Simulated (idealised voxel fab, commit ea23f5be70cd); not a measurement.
process module | voxel ribs on slabs
Cross-section cut: width 150 nm, square cells of 5 nm.
In this document a cross-section is written as a grid of square cells. It is given as a series of bands, listed from the top down, and a band is one or more rows of cells.
The band entry comprises the height of the band's top followed by the height of its bottom, expressed in nm, and subsequently the band's materials from left to right, each stated together with its width in nm. Where a single material is marked with the word "all across", that material fills the band from edge to edge. The word "air" represents empty space.
Beneath 0, the wafer as received is one material, and that level is where height counting begins. The lowest band goes on downward without a bottom; it is written like "0 down".
Top row gets the first number, bottom row gets the second, and each row in between changes by the same step: that is how a band width like "30 to 40" works.
A step reported as "everything unchanged" is a step in which no cell of the cross-section changed.
For the entry "Enclosed internal cavities", the listed items are empty spaces with no open way to the top whose size is 8 cells or more; each item follows the pattern width x height at distance, where distance is from the left edge and all three are in nm.
Where a step's line continues beyond its settings, the continuation is a remark by the simulator itself on that step.
The line of a step may include "overlay nm". On a step with a mask, this value is how far to the right of its planned place the mask lay. A negative value means the mask lay to the left.

-- Steps planned for the process
1 RECEIVE: material Si
2 DIRECTIONAL_DEP: material SiO2, thk nm 20
3 DIRECTIONAL_DEP: material polySi, thk nm 20
4 MASKED_ETCH: tone cover, mask id RIB, width nm 15, etch materials polySi, depth nm 5, overlay nm 0
5 DIRECTIONAL_DEP: material aC, thk nm 15
6 PATTERN: tone cover, mask id SLAB, material resist, width nm 45, thk nm 30, overlay nm 0
7 DIRECTIONAL_ETCH: etch materials aC, depth nm 15
8 STRIP: etch materials resist
9 DIRECTIONAL_ETCH: etch materials polySi, depth nm 15
10 STRIP: etch materials aC
11 FILL_DEP: material SiO2, thk nm 20
12 CMP: height nm 50
13 DIRECTIONAL_DEP: material TiN, thk nm 10
14 PATTERN: tone cover, mask id HEATER, material resist, width nm 25, thk nm 15, overlay nm 0
15 DIRECTIONAL_ETCH: etch materials TiN, depth nm 10
16 STRIP: etch materials resist
17 CONFORMAL_DEP: material SiN, thk nm 10

-- Step 1 complete: cross-section of the wafer as received
	0 down  Si all across
	Enclosed internal cavities: none

-- First of two wafers: cross-section at end of module, run per plan
	70 to 60  air 50, SiN 45, air 55
	60 to 50  SiN 60, TiN 25, SiN 65
	50 to 40  SiO2 all across
	40 to 35  SiO2 65, polySi 15, SiO2 70
	35 to 20  SiO2 50, polySi 45, SiO2 55
	20 to 0  SiO2 all across
	0 down  Si all across
	Enclosed internal cavities: none

-- Second wafer through the module, sectioned at the end: same beginning and same plan as the first wafer, with one mistake in carrying it out
	70 to 60  air 50, SiN 45, air 55
	60 to 50  SiN 60, TiN 25, SiN 65
	50 to 40  SiO2 all across
	40 to 35  SiO2 60, polySi 25, SiO2 65
	35 to 20  SiO2 50, polySi 45, SiO2 55
	20 to 0  SiO2 all across
	0 down  Si all across
	Enclosed internal cavities: none
What was the processing mistake? step 4 off recipe, ran as MASKED_ETCH: tone cover, mask id RIB, width nm 25, etch materials polySi, depth nm 5, overlay nm 0
Materials where the second wafer ends with more or fewer cells than the first: SiO2 -2; polySi +2
